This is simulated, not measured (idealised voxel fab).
Process module under the name voxel spacer lines
This is section cut - it's 260 nm across, gridded in 5 nm square cells.
How to read a cross-section here: the picture is a grid of square cells, written as bands going from the top down, and any band can span one or more rows of cells. Each band's line starts with the height of the band's top and of its bottom, in nm. Then come its materials from left to right, each with its width in nm. One material with "everywhere" fills the band from edge to edge. "blank" is empty space. Convention: height 0 is the level below which the wafer, as received, is all one material. The lowest band does not terminate at the bottom but continues downward, represented as "0 -> down". Quick explanation for "30->40": the width changes in equal steps down the rows of cells, from the first number in the band's top row to the second number in its bottom row. Step note "stayed the same" = no cross-section cell changed. Heads up: "Closed void inventory" only lists the empty pockets with no open path to the top that are 8 cells or more, and it writes them as width x height at distance, distance from the left edge, in nm. The remark found on a step's line after its settings is issued by the simulator itself and pertains to that step. Among the settings permitted on a step's line is "overlay nm"; applied to a step with a mask, it specifies the extent to which the mask lay to the right of its planned position, whereas a negative figure signifies a position to the left.

## Steps in the process plan
1: RECEIVE with material Si
2: CONFORMAL_DEP with material SiO2, thk nm 5
3: DIRECTIONAL_DEP with material TiN, thk nm 15
4: DIRECTIONAL_DEP with material aC, thk nm 25
5: PATTERN with tone cover, mask id MANDREL, material resist, width nm 25, pitch nm 80, thk nm 35, overlay nm 0
6: DIRECTIONAL_ETCH with etch materials aC, depth nm 25
7: STRIP with etch materials resist
8: CONFORMAL_DEP with material SiN, thk nm 15
9: DIRECTIONAL_ETCH with etch materials SiN, depth nm 15
10: STRIP with etch materials aC
11: DIRECTIONAL_ETCH with etch materials TiN, depth nm 15
12: STRIP with etch materials SiN

## Delivered wafer in cross-section: state after step 1
  0 -> down  Si everywhere
  Closed void inventory: none

## Cross-section, first of two wafers, end of module, run as planned
  20 -> 5  blank (20) | TiN (15) | blank (25) | TiN (15) | blank (25) | TiN (15) | blank (25) | TiN (15) | blank (25) | TiN (15) | blank (25) | TiN (15) | blank (25)
  5 -> 0  SiO2 everywhere
  0 -> down  Si everywhere
  Closed void inventory: none

## The second wafer, shown in cross-section after the module: started the same way as the first and given the same plan, yet one mistake crept into how it was run
  20 -> 15  SiO2 everywhere
  15 -> 0  TiN everywhere
  0 -> down  Si everywhere
  Closed void inventory: none
What was the processing mistake? the processing plan was not followed for steps 2 and 3, which were run with their positions exchanged
Upon completion, the second wafer contains, in terms of cells, a greater or smaller amount of certain materials than the first wafer: TiN +102
